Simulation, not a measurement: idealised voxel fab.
The following process module bears the name voxel ribs on slabs.
Cross-sectional view cut (width: 260 nm; square cell size: 5 nm).
Format of a cross-section: grid, square cells. Given as bands. Order: top down. Band: one or more rows of cells. Top height, bottom height, nm. Materials left to right, width each, nm. Single material + "full width" = fills band edge to edge. "empty" = empty. Below 0: as-received wafer, all one material; heights counted from there. Lowest band: no bottom, goes on down, written "0 and below". Width spec "30..40" -> top row of cells at first value, bottom row at second value, equal per-row change in between. What does "no alterations made" mean for a step? It means no cell of the cross-section changed in that step. "Sealed cavities" contains a list of empty spaces, each no smaller than 8 cells and without an open way to the top, written in the form width x height at distance with the distance from the left edge and all three in nm. Whatever follows a step's settings on its line is a remark the simulator itself makes about that step. Among the settings permitted on a step's line is "overlay nm"; applied to a step with a mask, it specifies the extent to which the mask lay to the right of its planned position, whereas a negative figure signifies a position to the left.
Set out below are the planned steps of the process:
1 RECEIVE (material Si)
2 DIRECTIONAL_DEP (material SiO2; thk nm 20)
3 DIRECTIONAL_DEP (material SiN; thk nm 15)
4 PATTERN (tone cover; mask id RIB; material resist; width nm 15; thk nm 15; overlay nm 0)
5 DIRECTIONAL_ETCH (etch materials SiN; depth nm 5)
6 STRIP (etch materials resist)
7 DIRECTIONAL_DEP (material aC; thk nm 10)
8 PATTERN (tone cover; mask id SLAB; material resist; width nm 65; thk nm 30; overlay nm 0)
9 DIRECTIONAL_ETCH (etch materials aC; depth nm 10)
10 STRIP (etch materials resist)
11 DIRECTIONAL_ETCH (etch materials SiN; depth nm 10)
12 STRIP (etch materials aC)
13 FILL_DEP (material SiO2; thk nm 15)
14 CMP (height nm 45)
15 DIRECTIONAL_DEP (material TiN; thk nm 5)
16 DIRECTIONAL_DEP (material aC; thk nm 10)
17 PATTERN (tone cover; mask id HEATER; material resist; width nm 25; thk nm 25; overlay nm 0)
18 DIRECTIONAL_ETCH (etch materials aC; depth nm 10)
19 STRIP (etch materials resist)
20 DIRECTIONAL_ETCH (etch materials TiN; depth nm 5)
21 STRIP (etch materials aC)
22 CONFORMAL_DEP (material SiO2; thk nm 10)
Incoming wafer, cross-sectional view, post step 1:
    0 and below | Si full width
    Sealed cavities: none
Sectioned view, first of two wafers, at the close of the module, processed as intended in the plan:
    60 down to 55 | empty: 105 / SiO2: 45 / empty: 110
    55 down to 50 | SiO2 full width
    50 down to 45 | SiO2: 115 / TiN: 25 / SiO2: 120
    45 down to 35 | SiO2 full width
    35 down to 30 | SiO2: 120 / SiN: 15 / SiO2: 125
    30 down to 20 | SiO2: 95 / SiN: 65 / SiO2: 100
    20 down to 0 | SiO2 full width
    0 and below | Si full width
    Sealed cavities: none
Cross-section, second wafer: same start as the first, same plan as the first, one mistake in running it; taken at the end of the module:
    70 down to 65 | empty: 105 / SiO2: 45 / empty: 110
    65 down to 60 | SiO2 full width
    60 down to 55 | SiO2: 115 / TiN: 25 / SiO2: 120
    55 down to 45 | TiN full width
    45 down to 35 | SiO2 full width
    35 down to 30 | SiO2: 120 / SiN: 15 / SiO2: 125
    30 down to 20 | SiO2: 95 / SiN: 65 / SiO2: 100
    20 down to 0 | SiO2 full width
    0 and below | Si full width
    Sealed cavities: none
What was the processing mistake? contrary to plan, step 15 was performed as DIRECTIONAL_DEP (material TiN; thk nm 15)
The closing comparison, in cells, has the second wafer with more or fewer of some materials than the first: 104 more of TiN
